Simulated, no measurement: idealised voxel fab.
process module | voxel transistor to metal
cross-section cut | 165 nm wide | cells 5 nm
A cross-section is a grid of square cells, given in bands from the top down. A band is one or more rows of cells.
Each band's line starts with the height of the band's top and of its bottom, in nm. Then come its materials from left to right, each with its width in nm. One material with "throughout" fills the band from edge to edge. "air" is empty space.
Height 0 is the level under which the wafer as received is all one material. The lowest band goes on downwards, as in "0 down".
A width such as "30 to 40" changes by the same amount from each row of cells to the next, from the band's top row to its bottom row.
"no change" after a step means that no cell of the cross-section changed.
closed voids: empty space of 8 cells or more with no open way to the top, each as width x height at its distance from the left edge, in nm
after a step's settings: what the simulator itself notes on the step
overlay nm, on a step with a mask: how far to the right of its planned place the mask lay; to the left if negative
Each pair below shows a cross-section before one step and the cross-section after it, down to the lowest band that changed. The line under each pair gives the step between them, with its settings. The pairs can come from different runs of this module on the same starting wafer, so a pair continues from the pair above only where its "before" says so.
before
  0 down: Si throughout
  closed voids: none
after
  0 to -5: SiO2 throughout
  below -5: unchanged
  closed voids: none
the step between: op OXIDIZE | depth nm 5
before: the cross-section after the pair above
after
  10 to 0: SiN throughout
  below 0: unchanged
  closed voids: none
the step between: op CONFORMAL_DEP | material SiN | thk nm 10
before: the cross-section after the pair above
after
  10 to 0: air 25 | SiN 115 | air 25
  below 0: unchanged
  closed voids: none
the step between: op MASKED_ETCH | tone cover | mask id ACTIVE | width nm 115 | etch materials SiN | depth nm 10 | overlay nm 0
before: the cross-section after the pair above
after
  10 to 0: air 25 | SiN 115 | air 25
  0 to -5: air 25 | SiO2 115 | air 25
  below -5: unchanged
  closed voids: none
the step between: op MASKED_ETCH | tone cover | mask id ACTIVE | width nm 115 | etch materials SiO2 | depth nm 5 | overlay nm 0
before: the cross-section after the pair above
after
  10 to 0: air 25 | SiN 115 | air 25
  0 to -5: air 25 | SiO2 115 | air 25
  -5 to -35: air 25 | Si 115 | air 25
  below -35: unchanged
  closed voids: none
the step between: op MASKED_ETCH | tone cover | mask id ACTIVE | width nm 115 | etch materials Si | depth nm 30 | overlay nm 0
before: the cross-section after the pair above
after
  10 to 0: air 25 | SiN 115 | air 25
  0 to -5: air 25 | SiO2 115 | air 25
  -5 to -35: air 25 | SiO2 5 | Si 105 | SiO2 5 | air 25
  -35 to -40: SiO2 30 | Si 105 | SiO2 30
  below -40: unchanged
  closed voids: none
the step between: op OXIDIZE | depth nm 5
before: the cross-section after the pair above
after
  20 to 10: SiO2 throughout
  10 to 0: SiO2 25 | SiN 115 | SiO2 25
  0 to -5: SiO2 throughout
  -5 to -40: SiO2 30 | Si 105 | SiO2 30
  below -40: unchanged
  closed voids: none
the step between: op FILL_DEP | material SiO2 | thk nm 10
before: the cross-section after the pair above
after
  10 to 0: SiO2 25 | SiN 115 | SiO2 25
  below 0: unchanged
  closed voids: none
the step between: op CMP | height nm 10
before: the cross-section after the pair above
after
  10 to 5: air 25 | SiN 115 | air 25
  below 5: unchanged
  closed voids: none
the step between: op SELECTIVE_ETCH | etch materials SiO2 | depth nm 5
before: the cross-section after the pair above
after
  5 to 0: SiO2 25 | air 115 | SiO2 25
  below 0: unchanged
  closed voids: none
the step between: op STRIP | etch materials SiN
before: the cross-section after the pair above
after
  0 to -5: SiO2 20 | air 125 | SiO2 20
  below -5: unchanged
  closed voids: none
the step between: op SELECTIVE_ETCH | etch materials SiO2 | depth nm 5
before: the cross-section after the pair above
after
  0 to -5: SiO2 20 | air 125 | SiO2 20
  -5 to -10: SiO2 throughout
  below -10: unchanged
  closed voids: none
the step between: op OXIDIZE | depth nm 5
before: the cross-section after the pair above
after
  20 to 15: polySi 20 | air 125 | polySi 20
  15 to 0: polySi throughout
  0 to -5: SiO2 20 | polySi 125 | SiO2 20
  below -5: unchanged
  closed voids: none
the step between: op DIRECTIONAL_DEP | material polySi | thk nm 20
before: the cross-section after the pair above
after
  35 to 30: SiCN 20 | air 125 | SiCN 20
  30 to 20: SiCN throughout
  20 to 15: polySi 20 | SiCN 125 | polySi 20
  below 15: unchanged
  closed voids: none
the step between: op DIRECTIONAL_DEP | material SiCN | thk nm 15
before: the cross-section after the pair above
after
  50 to 45: aC 20 | air 125 | aC 20
  45 to 35: aC throughout
  35 to 30: SiCN 20 | aC 125 | SiCN 20
  below 30: unchanged
  closed voids: none
the step between: op DIRECTIONAL_DEP | material aC | thk nm 15
before: the cross-section after the pair above
after
  85 to 50: air 70 | resist 25 | air 70
  50 to 45: aC 20 | air 50 | resist 25 | air 50 | aC 20
  below 45: unchanged
  closed voids: none
the step between: op PATTERN | tone cover | mask id GATE | material resist | width nm 25 | thk nm 35 | overlay nm 0
before: the cross-section after the pair above
after
  70 to 45: air 70 | resist 25 | air 70
  45 to 35: air 70 | aC 25 | air 70
  35 to 30: SiCN 20 | air 50 | aC 25 | air 50 | SiCN 20
  below 30: unchanged
  closed voids: none
the step between: op DIRECTIONAL_ETCH | etch materials aC | depth nm 15
before: the cross-section after the pair above
after
  45 to 35: air 70 | aC 25 | air 70
  below 35: unchanged
  closed voids: none
the step between: op STRIP | etch materials resist
before: the cross-section after the pair above
after
  45 to 30: air 70 | aC 25 | air 70
  30 to 20: air 70 | SiCN 25 | air 70
  20 to 15: polySi 20 | air 50 | SiCN 25 | air 50 | polySi 20
  below 15: unchanged
  closed voids: none
the step between: op DIRECTIONAL_ETCH | etch materials SiCN | depth nm 25
before: the cross-section after the pair above
after
  45 to 30: air 70 | aC 25 | air 70
  30 to 15: air 70 | SiCN 25 | air 70
  15 to 0: air 70 | polySi 25 | air 70
  0 to -5: SiO2 20 | air 50 | polySi 25 | air 50 | SiO2 20
  below -5: unchanged
  closed voids: none
the step between: op DIRECTIONAL_ETCH | etch materials polySi | depth nm 30
before: the cross-section after the pair above
after
  30 to 15: air 70 | SiCN 25 | air 70
  below 15: unchanged
  closed voids: none
the step between: op STRIP | etch materials aC
before: the cross-section after the pair above
after
  40 to 30: air 60 | SiN 45 | air 60
  30 to 15: air 60 | SiN 10 | SiCN 25 | SiN 10 | air 60
  15 to 10: air 60 | SiN 10 | polySi 25 | SiN 10 | air 60
  10 to 5: SiN 30 | air 30 | SiN 10 | polySi 25 | SiN 10 | air 30 | SiN 30
  5 to 0: SiN 70 | polySi 25 | SiN 70
  0 to -5: SiO2 20 | SiN 50 | polySi 25 | SiN 50 | SiO2 20
  below -5: unchanged
  closed voids: none
the step between: op CONFORMAL_DEP | material SiN | thk nm 10
before: the cross-section after the pair above
after
  30 to 15: air 60 | SiN 10 | SiCN 25 | SiN 10 | air 60
  15 to 0: air 60 | SiN 10 | polySi 25 | SiN 10 | air 60
  0 to -5: SiO2 20 | SiN 10 | air 30 | SiN 10 | polySi 25 | SiN 10 | air 30 | SiN 10 | SiO2 20
  below -5: unchanged
  closed voids: none
the step between: op DIRECTIONAL_ETCH | etch materials SiN | depth nm 10
before: the cross-section after the pair above
after
  30 to 15: air 60 | SiN 10 | SiCN 25 | SiN 10 | air 60
  15 to 0: air 60 | SiN 10 | polySi 25 | SiN 10 | air 60
  0 to -5: air 20 | SiN 10 | air 30 | SiN 10 | polySi 25 | SiN 10 | air 30 | SiN 10 | air 20
  -5 to -10: SiO2 30 | air 30 | SiO2 45 | air 30 | SiO2 30
  below -10: unchanged
  closed voids: none
the step between: op DIRECTIONAL_ETCH | etch materials SiO2 | depth nm 5
before: the cross-section after the pair above
after
  30 to 15: air 60 | SiN 10 | SiCN 25 | SiN 10 | air 60
  15 to 0: air 60 | SiN 10 | polySi 25 | SiN 10 | air 60
  0 to -5: air 20 | SiN 10 | air 30 | SiN 10 | polySi 25 | SiN 10 | air 30 | SiN 10 | air 20
  -5 to -10: SiO2 30 | pSi 30 | SiO2 45 | pSi 30 | SiO2 30
  below -10: unchanged
  closed voids: none
the step between: op EPI | material pSi | thk nm 5
before: the cross-section after the pair above
after
  35 to 30: SiO2 throughout
  30 to 15: SiO2 60 | SiN 10 | SiCN 25 | SiN 10 | SiO2 60
  15 to 0: SiO2 60 | SiN 10 | polySi 25 | SiN 10 | SiO2 60
  0 to -5: SiO2 20 | SiN 10 | SiO2 30 | SiN 10 | polySi 25 | SiN 10 | SiO2 30 | SiN 10 | SiO2 20
  below -5: unchanged
  closed voids: none
the step between: op FILL_DEP | material SiO2 | thk nm 5
before: the cross-section after the pair above
after
  15 to 0: SiO2 60 | SiN 10 | polySi 25 | SiN 10 | SiO2 60
  below 0: unchanged
  closed voids: none
the step between: op CMP | height nm 15
before: the cross-section after the pair above
after
  15 to 0: SiO2 60 | SiN 10 | air 25 | SiN 10 | SiO2 60
  0 to -5: SiO2 20 | SiN 10 | SiO2 30 | SiN 10 | air 25 | SiN 10 | SiO2 30 | SiN 10 | SiO2 20
  below -5: unchanged
  closed voids: none
the step between: op STRIP | etch materials polySi
before: the cross-section after the pair above
after
  15 to 10: air 60 | SiN 10 | air 25 | SiN 10 | air 60
  10 to 0: SiO2 60 | SiN 10 | air 25 | SiN 10 | SiO2 60
  0 to -5: SiO2 20 | SiN 10 | SiO2 30 | SiN 10 | air 25 | SiN 10 | SiO2 30 | SiN 10 | SiO2 20
  -5 to -10: SiO2 30 | pSi 30 | SiO2 5 | air 35 | SiO2 5 | pSi 30 | SiO2 30
  below -10: unchanged
  closed voids: none
the step between: op SELECTIVE_ETCH | etch materials SiO2 | depth nm 5
before: the cross-section after the pair above
after
  20 to 15: air 55 | HfO2 20 | air 15 | HfO2 20 | air 55
  15 to 10: HfO2 60 | SiN 10 | HfO2 5 | air 15 | HfO2 5 | SiN 10 | HfO2 60
  10 to 0: SiO2 60 | SiN 10 | HfO2 5 | air 15 | HfO2 5 | SiN 10 | SiO2 60
  0 to -5: SiO2 20 | SiN 10 | SiO2 30 | SiN 10 | HfO2 5 | air 15 | HfO2 5 | SiN 10 | SiO2 30 | SiN 10 | SiO2 20
  -5 to -10: SiO2 30 | pSi 30 | SiO2 5 | HfO2 35 | SiO2 5 | pSi 30 | SiO2 30
  below -10: unchanged
  closed voids: none
the step between: op CONFORMAL_DEP | material HfO2 | thk nm 5
before: the cross-section after the pair above
after
  25 to 20: air 50 | TiN 30 | air 5 | TiN 30 | air 50
  20 to 15: TiN 55 | HfO2 20 | TiN 5 | air 5 | TiN 5 | HfO2 20 | TiN 55
  15 to 10: HfO2 60 | SiN 10 | HfO2 5 | TiN 5 | air 5 | TiN 5 | HfO2 5 | SiN 10 | HfO2 60
  10 to 0: SiO2 60 | SiN 10 | HfO2 5 | TiN 5 | air 5 | TiN 5 | HfO2 5 | SiN 10 | SiO2 60
  0 to -5: SiO2 20 | SiN 10 | SiO2 30 | SiN 10 | HfO2 5 | TiN 15 | HfO2 5 | SiN 10 | SiO2 30 | SiN 10 | SiO2 20
  below -5: unchanged
  closed voids: none
the step between: op CONFORMAL_DEP | material TiN | thk nm 5
before: the cross-section after the pair above
after
  35 to 25: W throughout
  25 to 20: W 50 | TiN 30 | W 5 | TiN 30 | W 50
  20 to 15: TiN 55 | HfO2 20 | TiN 5 | W 5 | TiN 5 | HfO2 20 | TiN 55
  15 to 10: HfO2 60 | SiN 10 | HfO2 5 | TiN 5 | W 5 | TiN 5 | HfO2 5 | SiN 10 | HfO2 60
  10 to 0: SiO2 60 | SiN 10 | HfO2 5 | TiN 5 | W 5 | TiN 5 | HfO2 5 | SiN 10 | SiO2 60
  below 0: unchanged
  closed voids: none
the step between: op FILL_DEP | material W | thk nm 10
before: the cross-section after the pair above
after
  10 to 0: SiO2 60 | SiN 10 | HfO2 5 | TiN 5 | W 5 | TiN 5 | HfO2 5 | SiN 10 | SiO2 60
  below 0: unchanged
  closed voids: none
the step between: op CMP | height nm 10
before: the cross-section after the pair above
after
  25 to 10: SiO2 throughout
  below 10: unchanged
  closed voids: none
the step between: op DIRECTIONAL_DEP | material SiO2 | thk nm 15
before: the cross-section after the pair above
after
  35 to 25: aC throughout
  below 25: unchanged
  closed voids: none
the step between: op DIRECTIONAL_DEP | material aC | thk nm 10
before: the cross-section after the pair above
after
  60 to 35: resist 30 | air 20 | resist 65 | air 20 | resist 30
  below 35: unchanged
  closed voids: none
the step between: op PATTERN | tone open | mask id CONTACT | material resist | width nm 20 | pitch nm 85 | thk nm 25 | overlay nm 0
before: the cross-section after the pair above
after
  50 to 35: resist 30 | air 20 | resist 65 | air 20 | resist 30
  35 to 25: aC 30 | air 20 | aC 65 | air 20 | aC 30
  below 25: unchanged
  closed voids: none
the step between: op DIRECTIONAL_ETCH | etch materials aC | depth nm 10
before: the cross-section after the pair above
after
  35 to 25: aC 30 | air 20 | aC 65 | air 20 | aC 30
  below 25: unchanged
  closed voids: none
the step between: op STRIP | etch materials resist
before: the cross-section after the pair above
after
  35 to 25: aC 30 | air 20 | aC 65 | air 20 | aC 30
  25 to 10: SiO2 30 | air 20 | SiO2 65 | air 20 | SiO2 30
  10 to 0: SiO2 30 | air 20 | SiO2 10 | SiN 10 | HfO2 5 | TiN 5 | W 5 | TiN 5 | HfO2 5 | SiN 10 | SiO2 10 | air 20 | SiO2 30
  0 to -5: SiO2 20 | SiN 10 | air 20 | SiO2 10 | SiN 10 | HfO2 5 | TiN 15 | HfO2 5 | SiN 10 | SiO2 10 | air 20 | SiN 10 | SiO2 20
  below -5: unchanged
  closed voids: none
the step between: op DIRECTIONAL_ETCH | etch materials SiO2 | depth nm 30
before: the cross-section after the pair above
after
  25 to 10: SiO2 30 | air 20 | SiO2 65 | air 20 | SiO2 30
  below 10: unchanged
  closed voids: none
the step between: op STRIP | etch materials aC
before: the cross-section after the pair above
after
  30 to 25: TiN 35 | air 10 | TiN 75 | air 10 | TiN 35
  25 to 10: SiO2 30 | TiN 5 | air 10 | TiN 5 | SiO2 65 | TiN 5 | air 10 | TiN 5 | SiO2 30
  10 to 0: SiO2 30 | TiN 5 | air 10 | TiN 5 | SiO2 10 | SiN 10 | HfO2 5 | TiN 5 | W 5 | TiN 5 | HfO2 5 | SiN 10 | SiO2 10 | TiN 5 | air 10 | TiN 5 | SiO2 30
  0 to -5: SiO2 20 | SiN 10 | TiN 20 | SiO2 10 | SiN 10 | HfO2 5 | TiN 15 | HfO2 5 | SiN 10 | SiO2 10 | TiN 20 | SiN 10 | SiO2 20
  below -5: unchanged
  closed voids: none
the step between: op CONFORMAL_DEP | material TiN | thk nm 5
before: the cross-section after the pair above
after
  35 to 30: W throughout
  30 to 25: TiN 35 | W 10 | TiN 75 | W 10 | TiN 35
  25 to 10: SiO2 30 | TiN 5 | W 10 | TiN 5 | SiO2 65 | TiN 5 | W 10 | TiN 5 | SiO2 30
  10 to 0: SiO2 30 | TiN 5 | W 10 | TiN 5 | SiO2 10 | SiN 10 | HfO2 5 | TiN 5 | W 5 | TiN 5 | HfO2 5 | SiN 10 | SiO2 10 | TiN 5 | W 10 | TiN 5 | SiO2 30
  below 0: unchanged
  closed voids: none
the step between: op FILL_DEP | material W | thk nm 5
before: the cross-section after the pair above
after
  25 to 10: SiO2 30 | TiN 5 | W 10 | TiN 5 | SiO2 65 | TiN 5 | W 10 | TiN 5 | SiO2 30
  below 10: unchanged
  closed voids: none
the step between: op CMP | height nm 25
before: the cross-section after the pair above
after
  30 to 25: SiCN throughout
  below 25: unchanged
  closed voids: none
the step between: op CONFORMAL_DEP | material SiCN | thk nm 5
before: the cross-section after the pair above
after
  50 to 30: SiO2 throughout
  below 30: unchanged
  closed voids: none
the step between: op DIRECTIONAL_DEP | material SiO2 | thk nm 20
before: the cross-section after the pair above
after
  50 to 30: SiO2 30 | air 20 | SiO2 65 | air 20 | SiO2 30
  below 30: unchanged
  closed voids: none
the step between: op MASKED_ETCH | tone open | mask id METAL_1 | width nm 20 | pitch nm 85 | etch materials SiO2 | depth nm 20 | overlay nm 0
before: the cross-section after the pair above
after
  50 to 30: SiO2 30 | air 20 | SiO2 65 | air 20 | SiO2 30
  30 to 25: SiCN 30 | air 20 | SiCN 65 | air 20 | SiCN 30
  below 25: unchanged
  closed voids: none
the step between: op MASKED_ETCH | tone open | mask id METAL_1 | width nm 20 | pitch nm 85 | etch materials SiCN | depth nm 5 | overlay nm 0
before: the cross-section after the pair above
after
  55 to 50: TiN 35 | air 10 | TiN 75 | air 10 | TiN 35
  50 to 30: SiO2 30 | TiN 5 | air 10 | TiN 5 | SiO2 65 | TiN 5 | air 10 | TiN 5 | SiO2 30
  30 to 25: SiCN 30 | TiN 20 | SiCN 65 | TiN 20 | SiCN 30
  below 25: unchanged
  closed voids: none
the step between: op CONFORMAL_DEP | material TiN | thk nm 5
before: the cross-section after the pair above
after
  60 to 55: Cu throughout
  55 to 50: TiN 35 | Cu 10 | TiN 75 | Cu 10 | TiN 35
  50 to 30: SiO2 30 | TiN 5 | Cu 10 | TiN 5 | SiO2 65 | TiN 5 | Cu 10 | TiN 5 | SiO2 30
  below 30: unchanged
  closed voids: none
the step between: op FILL_DEP | material Cu | thk nm 5
before: the cross-section after the pair above
after
  50 to 30: SiO2 30 | TiN 5 | Cu 10 | TiN 5 | SiO2 65 | TiN 5 | Cu 10 | TiN 5 | SiO2 30
  below 30: unchanged
  closed voids: none
the step between: op CMP | height nm 50
before: the cross-section after the pair above
after
  55 to 50: SiCN throughout
  below 50: unchanged
  closed voids: none
the step between: op CONFORMAL_DEP | material SiCN | thk nm 5
before
  35 to 25: W throughout
  25 to 20: W 50 | TiN 30 | W 5 | TiN 30 | W 50
  20 to 15: TiN 55 | HfO2 20 | TiN 5 | W 5 | TiN 5 | HfO2 20 | TiN 55
  15 to 10: HfO2 60 | SiN 10 | HfO2 5 | TiN 5 | W 5 | TiN 5 | HfO2 5 | SiN 10 | HfO2 60
  10 to 0: SiO2 60 | SiN 10 | HfO2 5 | TiN 5 | W 5 | TiN 5 | HfO2 5 | SiN 10 | SiO2 60
  0 to -5: SiO2 20 | SiN 10 | SiO2 30 | SiN 10 | HfO2 5 | TiN 15 | HfO2 5 | SiN 10 | SiO2 30 | SiN 10 | SiO2 20
  -5 to -10: SiO2 30 | pSi 30 | SiO2 5 | HfO2 35 | SiO2 5 | pSi 30 | SiO2 30
  -10 to -40: SiO2 30 | Si 105 | SiO2 30
  -40 down: Si throughout
  closed voids: none
after
  50 to 35: SiO2 throughout
  below 35: unchanged
  closed voids: none
the step between: op DIRECTIONAL_DEP | material SiO2 | thk nm 15
before: the cross-section after the pair above
after
  60 to 50: aC throughout
  below 50: unchanged
  closed voids: none
the step between: op DIRECTIONAL_DEP | material aC | thk nm 10
before: the cross-section after the pair above
after
  85 to 60: resist 30 | air 20 | resist 65 | air 20 | resist 30
  below 60: unchanged
  closed voids: none
the step between: op PATTERN | tone open | mask id CONTACT | material resist | width nm 20 | pitch nm 85 | thk nm 25 | overlay nm 0
before: the cross-section after the pair above
after
  75 to 60: resist 30 | air 20 | resist 65 | air 20 | resist 30
  60 to 50: aC 30 | air 20 | aC 65 | air 20 | aC 30
  below 50: unchanged
  closed voids: none
the step between: op DIRECTIONAL_ETCH | etch materials aC | depth nm 10
before: the cross-section after the pair above
after
  60 to 50: aC 30 | air 20 | aC 65 | air 20 | aC 30
  below 50: unchanged
  closed voids: none
the step between: op STRIP | etch materials resist
before: the cross-section after the pair above
after
  60 to 50: aC 30 | air 20 | aC 65 | air 20 | aC 30
  50 to 35: SiO2 30 | air 20 | SiO2 65 | air 20 | SiO2 30
  below 35: unchanged
  closed voids: none
the step between: op DIRECTIONAL_ETCH | etch materials SiO2 | depth nm 30
before: the cross-section after the pair above
after
  50 to 35: SiO2 30 | air 20 | SiO2 65 | air 20 | SiO2 30
  below 35: unchanged
  closed voids: none
the step between: op STRIP | etch materials aC
before: the cross-section after the pair above
after
  55 to 50: TiN 35 | air 10 | TiN 75 | air 10 | TiN 35
  50 to 40: SiO2 30 | TiN 5 | air 10 | TiN 5 | SiO2 65 | TiN 5 | air 10 | TiN 5 | SiO2 30
  40 to 35: SiO2 30 | TiN 20 | SiO2 65 | TiN 20 | SiO2 30
  below 35: unchanged
  closed voids: none
the step between: op CONFORMAL_DEP | material TiN | thk nm 5
before: the cross-section after the pair above
after
  60 to 55: W throughout
  55 to 50: TiN 35 | W 10 | TiN 75 | W 10 | TiN 35
  50 to 40: SiO2 30 | TiN 5 | W 10 | TiN 5 | SiO2 65 | TiN 5 | W 10 | TiN 5 | SiO2 30
  below 40: unchanged
  closed voids: none
the step between: op FILL_DEP | material W | thk nm 5
before: the cross-section after the pair above
after
  25 to 20: W 50 | TiN 30 | W 5 | TiN 30 | W 50
  below 20: unchanged
  closed voids: none
the step between: op CMP | height nm 25
before: the cross-section after the pair above
after
  30 to 25: SiCN throughout
  below 25: unchanged
  closed voids: none
the step between: op CONFORMAL_DEP | material SiCN | thk nm 5
before: the cross-section after the pair above
after
  50 to 30: SiO2 throughout
  below 30: unchanged
  closed voids: none
the step between: op DIRECTIONAL_DEP | material SiO2 | thk nm 20
before: the cross-section after the pair above
after
  50 to 30: SiO2 30 | air 20 | SiO2 65 | air 20 | SiO2 30
  below 30: unchanged
  closed voids: none
the step between: op MASKED_ETCH | tone open | mask id METAL_1 | width nm 20 | pitch nm 85 | etch materials SiO2 | depth nm 20 | overlay nm 0
before: the cross-section after the pair above
after
  50 to 30: SiO2 30 | air 20 | SiO2 65 | air 20 | SiO2 30
  30 to 25: SiCN 30 | air 20 | SiCN 65 | air 20 | SiCN 30
  below 25: unchanged
  closed voids: none
the step between: op MASKED_ETCH | tone open | mask id METAL_1 | width nm 20 | pitch nm 85 | etch materials SiCN | depth nm 5 | overlay nm 0
before: the cross-section after the pair above
after
  55 to 50: TiN 35 | air 10 | TiN 75 | air 10 | TiN 35
  50 to 30: SiO2 30 | TiN 5 | air 10 | TiN 5 | SiO2 65 | TiN 5 | air 10 | TiN 5 | SiO2 30
  30 to 25: SiCN 30 | TiN 20 | SiCN 65 | TiN 20 | SiCN 30
  below 25: unchanged
  closed voids: none
the step between: op CONFORMAL_DEP | material TiN | thk nm 5
before: the cross-section after the pair above
after
  60 to 55: Cu throughout
  55 to 50: TiN 35 | Cu 10 | TiN 75 | Cu 10 | TiN 35
  50 to 30: SiO2 30 | TiN 5 | Cu 10 | TiN 5 | SiO2 65 | TiN 5 | Cu 10 | TiN 5 | SiO2 30
  below 30: unchanged
  closed voids: none
the step between: op FILL_DEP | material Cu | thk nm 5
before: the cross-section after the pair above
after
  50 to 30: SiO2 30 | TiN 5 | Cu 10 | TiN 5 | SiO2 65 | TiN 5 | Cu 10 | TiN 5 | SiO2 30
  below 30: unchanged
  closed voids: none
the step between: op CMP | height nm 50
before: the cross-section after the pair above
after
  55 to 50: SiCN throughout
  below 50: unchanged
  closed voids: none
the step between: op CONFORMAL_DEP | material SiCN | thk nm 5
before
  10 to 0: air 25 | SiN 115 | air 25
  0 to -5: air 25 | SiO2 115 | air 25
  -5 to -35: air 25 | Si 115 | air 25
  -35 down: Si throughout
  closed voids: none
after
  10 to 0: air 25 | SiN 115 | air 25
  0 to -5: air 25 | SiO2 115 | air 25
  -5 to -65: air 25 | Si 115 | air 25
  below -65: unchanged
  closed voids: none
the step between: op MASKED_ETCH | tone cover | mask id ACTIVE | width nm 115 | etch materials Si | depth nm 30 | overlay nm 0
before: the cross-section after the pair above
after
  10 to 0: air 25 | SiN 115 | air 25
  0 to -5: air 25 | SiO2 115 | air 25
  -5 to -65: air 25 | SiO2 5 | Si 105 | SiO2 5 | air 25
  -65 to -70: SiO2 30 | Si 105 | SiO2 30
  below -70: unchanged
  closed voids: none
the step between: op OXIDIZE | depth nm 5
before: the cross-section after the pair above
after
  20 to 10: SiO2 throughout
  10 to 0: SiO2 25 | SiN 115 | SiO2 25
  0 to -5: SiO2 throughout
  -5 to -70: SiO2 30 | Si 105 | SiO2 30
  below -70: unchanged
  closed voids: none
the step between: op FILL_DEP | material SiO2 | thk nm 10
before: the cross-section after the pair above
after
  10 to 0: SiO2 25 | SiN 115 | SiO2 25
  below 0: unchanged
  closed voids: none
the step between: op CMP | height nm 10
before: the cross-section after the pair above
after
  10 to 5: air 25 | SiN 115 | air 25
  below 5: unchanged
  closed voids: none
the step between: op SELECTIVE_ETCH | etch materials SiO2 | depth nm 5
before: the cross-section after the pair above
after
  5 to 0: SiO2 25 | air 115 | SiO2 25
  below 0: unchanged
  closed voids: none
the step between: op STRIP | etch materials SiN
before: the cross-section after the pair above
after
  0 to -5: SiO2 20 | air 125 | SiO2 20
  below -5: unchanged
  closed voids: none
the step between: op SELECTIVE_ETCH | etch materials SiO2 | depth nm 5
before: the cross-section after the pair above
after
  0 to -5: SiO2 20 | air 125 | SiO2 20
  -5 to -10: SiO2 throughout
  below -10: unchanged
  closed voids: none
the step between: op OXIDIZE | depth nm 5
before: the cross-section after the pair above
after
  20 to 15: polySi 20 | air 125 | polySi 20
  15 to 0: polySi throughout
  0 to -5: SiO2 20 | polySi 125 | SiO2 20
  below -5: unchanged
  closed voids: none
the step between: op DIRECTIONAL_DEP | material polySi | thk nm 20
before: the cross-section after the pair above
after
  35 to 30: SiCN 20 | air 125 | SiCN 20
  30 to 20: SiCN throughout
  20 to 15: polySi 20 | SiCN 125 | polySi 20
  below 15: unchanged
  closed voids: none
the step between: op DIRECTIONAL_DEP | material SiCN | thk nm 15
before: the cross-section after the pair above
after
  50 to 45: aC 20 | air 125 | aC 20
  45 to 35: aC throughout
  35 to 30: SiCN 20 | aC 125 | SiCN 20
  below 30: unchanged
  closed voids: none
the step between: op DIRECTIONAL_DEP | material aC | thk nm 15
before: the cross-section after the pair above
after
  85 to 50: air 70 | resist 25 | air 70
  50 to 45: aC 20 | air 50 | resist 25 | air 50 | aC 20
  below 45: unchanged
  closed voids: none
the step between: op PATTERN | tone cover | mask id GATE | material resist | width nm 25 | thk nm 35 | overlay nm 0
before: the cross-section after the pair above
after
  70 to 45: air 70 | resist 25 | air 70
  45 to 35: air 70 | aC 25 | air 70
  35 to 30: SiCN 20 | air 50 | aC 25 | air 50 | SiCN 20
  below 30: unchanged
  closed voids: none
the step between: op DIRECTIONAL_ETCH | etch materials aC | depth nm 15
before: the cross-section after the pair above
after
  45 to 35: air 70 | aC 25 | air 70
  below 35: unchanged
  closed voids: none
the step between: op STRIP | etch materials resist
before: the cross-section after the pair above
after
  45 to 30: air 70 | aC 25 | air 70
  30 to 20: air 70 | SiCN 25 | air 70
  20 to 15: polySi 20 | air 50 | SiCN 25 | air 50 | polySi 20
  below 15: unchanged
  closed voids: none
the step between: op DIRECTIONAL_ETCH | etch materials SiCN | depth nm 25
before: the cross-section after the pair above
after
  45 to 30: air 70 | aC 25 | air 70
  30 to 15: air 70 | SiCN 25 | air 70
  15 to 0: air 70 | polySi 25 | air 70
  0 to -5: SiO2 20 | air 50 | polySi 25 | air 50 | SiO2 20
  below -5: unchanged
  closed voids: none
the step between: op DIRECTIONAL_ETCH | etch materials polySi | depth nm 30
before: the cross-section after the pair above
after
  30 to 15: air 70 | SiCN 25 | air 70
  below 15: unchanged
  closed voids: none
the step between: op STRIP | etch materials aC
before: the cross-section after the pair above
after
  40 to 30: air 60 | SiN 45 | air 60
  30 to 15: air 60 | SiN 10 | SiCN 25 | SiN 10 | air 60
  15 to 10: air 60 | SiN 10 | polySi 25 | SiN 10 | air 60
  10 to 5: SiN 30 | air 30 | SiN 10 | polySi 25 | SiN 10 | air 30 | SiN 30
  5 to 0: SiN 70 | polySi 25 | SiN 70
  0 to -5: SiO2 20 | SiN 50 | polySi 25 | SiN 50 | SiO2 20
  below -5: unchanged
  closed voids: none
the step between: op CONFORMAL_DEP | material SiN | thk nm 10
before: the cross-section after the pair above
after
  30 to 15: air 60 | SiN 10 | SiCN 25 | SiN 10 | air 60
  15 to 0: air 60 | SiN 10 | polySi 25 | SiN 10 | air 60
  0 to -5: SiO2 20 | SiN 10 | air 30 | SiN 10 | polySi 25 | SiN 10 | air 30 | SiN 10 | SiO2 20
  below -5: unchanged
  closed voids: none
the step between: op DIRECTIONAL_ETCH | etch materials SiN | depth nm 10
before: the cross-section after the pair above
after
  30 to 15: air 60 | SiN 10 | SiCN 25 | SiN 10 | air 60
  15 to 0: air 60 | SiN 10 | polySi 25 | SiN 10 | air 60
  0 to -5: air 20 | SiN 10 | air 30 | SiN 10 | polySi 25 | SiN 10 | air 30 | SiN 10 | air 20
  -5 to -10: SiO2 30 | air 30 | SiO2 45 | air 30 | SiO2 30
  below -10: unchanged
  closed voids: none
the step between: op DIRECTIONAL_ETCH | etch materials SiO2 | depth nm 5
before: the cross-section after the pair above
after
  30 to 15: air 60 | SiN 10 | SiCN 25 | SiN 10 | air 60
  15 to 0: air 60 | SiN 10 | polySi 25 | SiN 10 | air 60
  0 to -5: air 20 | SiN 10 | air 30 | SiN 10 | polySi 25 | SiN 10 | air 30 | SiN 10 | air 20
  -5 to -10: SiO2 30 | pSi 30 | SiO2 45 | pSi 30 | SiO2 30
  below -10: unchanged
  closed voids: none
the step between: op EPI | material pSi | thk nm 5
before: the cross-section after the pair above
after
  35 to 30: SiO2 throughout
  30 to 15: SiO2 60 | SiN 10 | SiCN 25 | SiN 10 | SiO2 60
  15 to 0: SiO2 60 | SiN 10 | polySi 25 | SiN 10 | SiO2 60
  0 to -5: SiO2 20 | SiN 10 | SiO2 30 | SiN 10 | polySi 25 | SiN 10 | SiO2 30 | SiN 10 | SiO2 20
  below -5: unchanged
  closed voids: none
the step between: op FILL_DEP | material SiO2 | thk nm 5
before: the cross-section after the pair above
after
  15 to 0: SiO2 60 | SiN 10 | polySi 25 | SiN 10 | SiO2 60
  below 0: unchanged
  closed voids: none
the step between: op CMP | height nm 15
before: the cross-section after the pair above
after
  15 to 0: SiO2 60 | SiN 10 | air 25 | SiN 10 | SiO2 60
  0 to -5: SiO2 20 | SiN 10 | SiO2 30 | SiN 10 | air 25 | SiN 10 | SiO2 30 | SiN 10 | SiO2 20
  below -5: unchanged
  closed voids: none
the step between: op STRIP | etch materials polySi
before: the cross-section after the pair above
after
  15 to 10: air 60 | SiN 10 | air 25 | SiN 10 | air 60
  10 to 0: SiO2 60 | SiN 10 | air 25 | SiN 10 | SiO2 60
  0 to -5: SiO2 20 | SiN 10 | SiO2 30 | SiN 10 | air 25 | SiN 10 | SiO2 30 | SiN 10 | SiO2 20
  -5 to -10: SiO2 30 | pSi 30 | SiO2 5 | air 35 | SiO2 5 | pSi 30 | SiO2 30
  below -10: unchanged
  closed voids: none
the step between: op SELECTIVE_ETCH | etch materials SiO2 | depth nm 5
